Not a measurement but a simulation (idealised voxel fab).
The following is a process module called voxel plated lines.
Pictured: cross-section cut, 145 nm wide, on a grid of 5 nm square cells.
This document writes a cross-section as a grid whose cells are square, and gives it as bands, listed from the top down; one or more rows of cells form a band. Quick guide to a band line: top height, bottom height (nm) up front; then every material left to right with its width in nm. Only one material and it's marked "full width"? Then it fills the band edge to edge. And "blank" just means empty space. Heights from 0 (as-received wafer is one material below). Bottom band endless downward, as "0 down". Width "30->40": first value at the band's top row of cells, second value at its bottom row, equal change from row to row. "no alterations made" for a step: no cell of the cross-section changed in that step. Heads up: "Closed void inventory" only lists the empty pockets with no open path to the top that are 8 cells or more, and it writes them as width x height at distance, distance from the left edge, in nm. If you see something after the settings on a step's line, that's the simulator's own remark about that step. A step line may carry the setting "overlay nm", which, for steps involving a mask, states the distance by which the mask lay to the right of its intended position; negative values denote displacement to the left. Pairs follow: section before one process step, section after it down to the lowest changed band, step with settings underneath. Pairs may come from different runs of this module on the same starting wafer; continuity with the pair above only as stated in the "Pre-step condition" entry.
PRE-STEP CONDITION
	0 down | Si full width
	Closed void inventory: none
SECTIONAL VIEW, POST-PROCESS
	10 to 0 | Al2O3 full width
	Nothing below the height 0 has changed.
	Closed void inventory: none
Process step bridging the above cross-sections: CONFORMAL_DEP,material Al2O3,thk nm 10
Pre-step condition: the pre-step structure is the one depicted after the step in the pair just above.
SECTIONAL VIEW, POST-PROCESS
	15 to 10 | TiN full width
	Nothing below the height 10 has changed.
	Closed void inventory: none
Process step bridging the above cross-sections: DIRECTIONAL_DEP,material TiN,thk nm 5
Pre-step condition: the pre-step structure is the one depicted after the step in the pair just above.
SECTIONAL VIEW, POST-PROCESS
	35 to 15 | 35 resist, then 30 blank, then 15 resist, then 30 blank, then 35 resist
	Nothing below the height 15 has changed.
	Closed void inventory: none
Process step bridging the above cross-sections: PATTERN,tone open,mask id LINES,material resist,width nm 30,pitch nm 45,thk nm 20,overlay nm 0
Pre-step condition: the pre-step structure is the one depicted after the step in the pair just above.
SECTIONAL VIEW, POST-PROCESS
	35 to 20 | 35 resist, then 30 blank, then 15 resist, then 30 blank, then 35 resist
	20 to 15 | 35 resist, then 30 Ru, then 15 resist, then 30 Ru, then 35 resist
	Nothing below the height 15 has changed.
	Closed void inventory: none
Process step bridging the above cross-sections: EPI,material Ru,thk nm 5
Pre-step condition: the pre-step structure is the one depicted after the step in the pair just above.
SECTIONAL VIEW, POST-PROCESS
	20 to 15 | 35 blank, then 30 Ru, then 15 blank, then 30 Ru, then 35 blank
	Nothing below the height 15 has changed.
	Closed void inventory: none
Process step bridging the above cross-sections: STRIP,etch materials resist
Pre-step condition: the pre-step structure is the one depicted after the step in the pair just above.
SECTIONAL VIEW, POST-PROCESS
	20 to 15 | 35 blank, then 30 Ru, then 15 blank, then 30 Ru, then 35 blank
	15 to 10 | 35 blank, then 30 TiN, then 15 blank, then 30 TiN, then 35 blank
	Nothing below the height 10 has changed.
	Closed void inventory: none
Process step bridging the above cross-sections: DIRECTIONAL_ETCH,etch materials TiN,depth nm 5
Pre-step condition: the pre-step structure is the one depicted after the step in the pair just above.
SECTIONAL VIEW, POST-PROCESS
	25 to 20 | 30 blank, then 40 SiO2, then 5 blank, then 40 SiO2, then 30 blank
	20 to 15 | 30 blank, then 5 SiO2, then 30 Ru, then 5 SiO2, then 5 blank, then 5 SiO2, then 30 Ru, then 5 SiO2, then 30 blank
	15 to 10 | 35 SiO2, then 30 TiN, then 15 SiO2, then 30 TiN, then 35 SiO2
	Nothing below the height 10 has changed.
	Closed void inventory: none
Process step bridging the above cross-sections: CONFORMAL_DEP,material SiO2,thk nm 5
PRE-STEP CONDITION
	0 down | Si full width
	Closed void inventory: none
SECTIONAL VIEW, POST-PROCESS
	5 to 0 | TiN full width
	Nothing below the height 0 has changed.
	Closed void inventory: none
Process step bridging the above cross-sections: DIRECTIONAL_DEP,material TiN,thk nm 5
Pre-step condition: the pre-step structure is the one depicted after the step in the pair just above.
SECTIONAL VIEW, POST-PROCESS
	15 to 5 | Al2O3 full width
	Nothing below the height 5 has changed.
	Closed void inventory: none
Process step bridging the above cross-sections: CONFORMAL_DEP,material Al2O3,thk nm 10
Pre-step condition: the pre-step structure is the one depicted after the step in the pair just above.
SECTIONAL VIEW, POST-PROCESS
	35 to 15 | 35 resist, then 30 blank, then 15 resist, then 30 blank, then 35 resist
	Nothing below the height 15 has changed.
	Closed void inventory: none
Process step bridging the above cross-sections: PATTERN,tone open,mask id LINES,material resist,width nm 30,pitch nm 45,thk nm 20,overlay nm 0
Pre-step condition: the pre-step structure is the one depicted after the step in the pair just above.
SECTIONAL VIEW, POST-PROCESS
	15 to 5 | Al2O3 full width
	Nothing below the height 5 has changed.
	Closed void inventory: none
Process step bridging the above cross-sections: STRIP,etch materials resist
Pre-step condition: the pre-step structure is the one depicted after the step in the pair just above.
SECTIONAL VIEW, POST-PROCESS
	20 to 15 | SiO2 full width
	Nothing below the height 15 has changed.
	Closed void inventory: none
Process step bridging the above cross-sections: CONFORMAL_DEP,material SiO2,thk nm 5
PRE-STEP CONDITION
	20 to 15 | 35 blank, then 30 Ru, then 15 blank, then 30 Ru, then 35 blank
	15 to 10 | 35 blank, then 30 TiN, then 15 blank, then 30 TiN, then 35 blank
	10 to 0 | Al2O3 full width
	0 down | Si full width
	Closed void inventory: none
SECTIONAL VIEW, POST-PROCESS
	35 to 25 | 20 blank, then 105 SiO2, then 20 blank
	25 to 20 | SiO2 full width
	20 to 15 | 35 SiO2, then 30 Ru, then 15 SiO2, then 30 Ru, then 35 SiO2
	15 to 10 | 35 SiO2, then 30 TiN, then 15 SiO2, then 30 TiN, then 35 SiO2
	Nothing below the height 10 has changed.
	Closed void inventory: none
Process step bridging the above cross-sections: CONFORMAL_DEP,material SiO2,thk nm 15
PRE-STEP CONDITION
	15 to 10 | TiN full width
	10 to 0 | Al2O3 full width
	0 down | Si full width
	Closed void inventory: none
SECTIONAL VIEW, POST-PROCESS
	35 to 15 | 40 resist, then 20 blank, then 25 resist, then 20 blank, then 40 resist
	Nothing below the height 15 has changed.
	Closed void inventory: none
Process step bridging the above cross-sections: PATTERN,tone open,mask id LINES,material resist,width nm 20,pitch nm 45,thk nm 20,overlay nm 0
Pre-step condition: the pre-step structure is the one depicted after the step in the pair just above.
SECTIONAL VIEW, POST-PROCESS
	35 to 20 | 40 resist, then 20 blank, then 25 resist, then 20 blank, then 40 resist
	20 to 15 | 40 resist, then 20 Ru, then 25 resist, then 20 Ru, then 40 resist
	Nothing below the height 15 has changed.
	Closed void inventory: none
Process step bridging the above cross-sections: EPI,material Ru,thk nm 5
Pre-step condition: the pre-step structure is the one depicted after the step in the pair just above.
SECTIONAL VIEW, POST-PROCESS
	20 to 15 | 40 blank, then 20 Ru, then 25 blank, then 20 Ru, then 40 blank
	Nothing below the height 15 has changed.
	Closed void inventory: none
Process step bridging the above cross-sections: STRIP,etch materials resist
Pre-step condition: the pre-step structure is the one depicted after the step in the pair just above.
SECTIONAL VIEW, POST-PROCESS
	20 to 15 | 40 blank, then 20 Ru, then 25 blank, then 20 Ru, then 40 blank
	15 to 10 | 40 blank, then 20 TiN, then 25 blank, then 20 TiN, then 40 blank
	Nothing below the height 10 has changed.
	Closed void inventory: none
Process step bridging the above cross-sections: DIRECTIONAL_ETCH,etch materials TiN,depth nm 5
Pre-step condition: the pre-step structure is the one depicted after the step in the pair just above.
SECTIONAL VIEW, POST-PROCESS
	25 to 20 | 35 blank, then 30 SiO2, then 15 blank, then 30 SiO2, then 35 blank
	20 to 15 | 35 blank, then 5 SiO2, then 20 Ru, then 5 SiO2, then 15 blank, then 5 SiO2, then 20 Ru, then 5 SiO2, then 35 blank
	15 to 10 | 40 SiO2, then 20 TiN, then 25 SiO2, then 20 TiN, then 40 SiO2
	Nothing below the height 10 has changed.
	Closed void inventory: none
Process step bridging the above cross-sections: CONFORMAL_DEP,material SiO2,thk nm 5
PRE-STEP CONDITION
	15 to 10 | TiN full width
	10 to 0 | Al2O3 full width
	0 down | Si full width
	Closed void inventory: none
SECTIONAL VIEW, POST-PROCESS
	35 to 15 | 25 resist, then 30 blank, then 15 resist, then 30 blank, then 45 resist
	Nothing below the height 15 has changed.
	Closed void inventory: none
Process step bridging the above cross-sections: PATTERN,tone open,mask id LINES,material resist,width nm 30,pitch nm 45,thk nm 20,overlay nm -10
Pre-step condition: the pre-step structure is the one depicted after the step in the pair just above.
SECTIONAL VIEW, POST-PROCESS
	35 to 20 | 25 resist, then 30 blank, then 15 resist, then 30 blank, then 45 resist
	20 to 15 | 25 resist, then 30 Ru, then 15 resist, then 30 Ru, then 45 resist
	Nothing below the height 15 has changed.
	Closed void inventory: none
Process step bridging the above cross-sections: EPI,material Ru,thk nm 5
Pre-step condition: the pre-step structure is the one depicted after the step in the pair just above.
SECTIONAL VIEW, POST-PROCESS
	20 to 15 | 25 blank, then 30 Ru, then 15 blank, then 30 Ru, then 45 blank
	Nothing below the height 15 has changed.
	Closed void inventory: none
Process step bridging the above cross-sections: STRIP,etch materials resist
Pre-step condition: the pre-step structure is the one depicted after the step in the pair just above.
SECTIONAL VIEW, POST-PROCESS
	20 to 15 | 25 blank, then 30 Ru, then 15 blank, then 30 Ru, then 45 blank
	15 to 10 | 25 blank, then 30 TiN, then 15 blank, then 30 TiN, then 45 blank
	Nothing below the height 10 has changed.
	Closed void inventory: none
Process step bridging the above cross-sections: DIRECTIONAL_ETCH,etch materials TiN,depth nm 5
Pre-step condition: the pre-step structure is the one depicted after the step in the pair just above.
SECTIONAL VIEW, POST-PROCESS
	25 to 20 | 20 blank, then 40 SiO2, then 5 blank, then 40 SiO2, then 40 blank
	20 to 15 | 20 blank, then 5 SiO2, then 30 Ru, then 5 SiO2, then 5 blank, then 5 SiO2, then 30 Ru, then 5 SiO2, then 40 blank
	15 to 10 | 25 SiO2, then 30 TiN, then 15 SiO2, then 30 TiN, then 45 SiO2
	Nothing below the height 10 has changed.
	Closed void inventory: none
Process step bridging the above cross-sections: CONFORMAL_DEP,material SiO2,thk nm 5
PRE-STEP CONDITION
	20 to 15 | 35 blank, then 30 Ru, then 15 blank, then 30 Ru, then 35 blank
	15 to 10 | 35 blank, then 30 TiN, then 15 blank, then 30 TiN, then 35 blank
	10 to 0 | Al2O3 full width
	0 down | Si full width
	Closed void inventory: none
SECTIONAL VIEW, POST-PROCESS
	25 to 20 | 30 blank, then 40 TiN, then 5 blank, then 40 TiN, then 30 blank
	20 to 15 | 30 blank, then 5 TiN, then 30 Ru, then 5 TiN, then 5 blank, then 5 TiN, then 30 Ru, then 5 TiN, then 30 blank
	15 to 10 | TiN full width
	Nothing below the height 10 has changed.
	Closed void inventory: none
Process step bridging the above cross-sections: CONFORMAL_DEP,material TiN,thk nm 5
PRE-STEP CONDITION
	15 to 10 | TiN full width
	10 to 0 | Al2O3 full width
	0 down | Si full width
	Closed void inventory: none
SECTIONAL VIEW, POST-PROCESS
	35 to 15 | 35 blank, then 30 resist, then 15 blank, then 30 resist, then 35 blank
	Nothing below the height 15 has changed.
	Closed void inventory: none
Process step bridging the above cross-sections: PATTERN,tone cover,mask id LINES,material resist,width nm 30,pitch nm 45,thk nm 20,overlay nm 0
Pre-step condition: the pre-step structure is the one depicted after the step in the pair just above.
SECTIONAL VIEW, POST-PROCESS
	35 to 20 | 35 blank, then 30 resist, then 15 blank, then 30 resist, then 35 blank
	20 to 15 | 35 Ru, then 30 resist, then 15 Ru, then 30 resist, then 35 Ru
	Nothing below the height 15 has changed.
	Closed void inventory: none
Process step bridging the above cross-sections: EPI,material Ru,thk nm 5
Pre-step condition: the pre-step structure is the one depicted after the step in the pair just above.
SECTIONAL VIEW, POST-PROCESS
	20 to 15 | 35 Ru, then 30 blank, then 15 Ru, then 30 blank, then 35 Ru
	Nothing below the height 15 has changed.
	Closed void inventory: none
Process step bridging the above cross-sections: STRIP,etch materials resist
Pre-step condition: the pre-step structure is the one depicted after the step in the pair just above.
SECTIONAL VIEW, POST-PROCESS
	20 to 15 | 35 Ru, then 30 blank, then 15 Ru, then 30 blank, then 35 Ru
	15 to 10 | 35 TiN, then 30 blank, then 15 TiN, then 30 blank, then 35 TiN
	Nothing below the height 10 has changed.
	Closed void inventory: none
Process step bridging the above cross-sections: DIRECTIONAL_ETCH,etch materials TiN,depth nm 5
Pre-step condition: the pre-step structure is the one depicted after the step in the pair just above.
SECTIONAL VIEW, POST-PROCESS
	25 to 20 | 40 SiO2, then 20 blank, then 25 SiO2, then 20 blank, then 40 SiO2
	20 to 15 | 35 Ru, then 5 SiO2, then 20 blank, then 5 SiO2, then 15 Ru, then 5 SiO2, then 20 blank, then 5 SiO2, then 35 Ru
	15 to 10 | 35 TiN, then 30 SiO2, then 15 TiN, then 30 SiO2, then 35 TiN
	Nothing below the height 10 has changed.
	Closed void inventory: none
Process step bridging the above cross-sections: CONFORMAL_DEP,material SiO2,thk nm 5
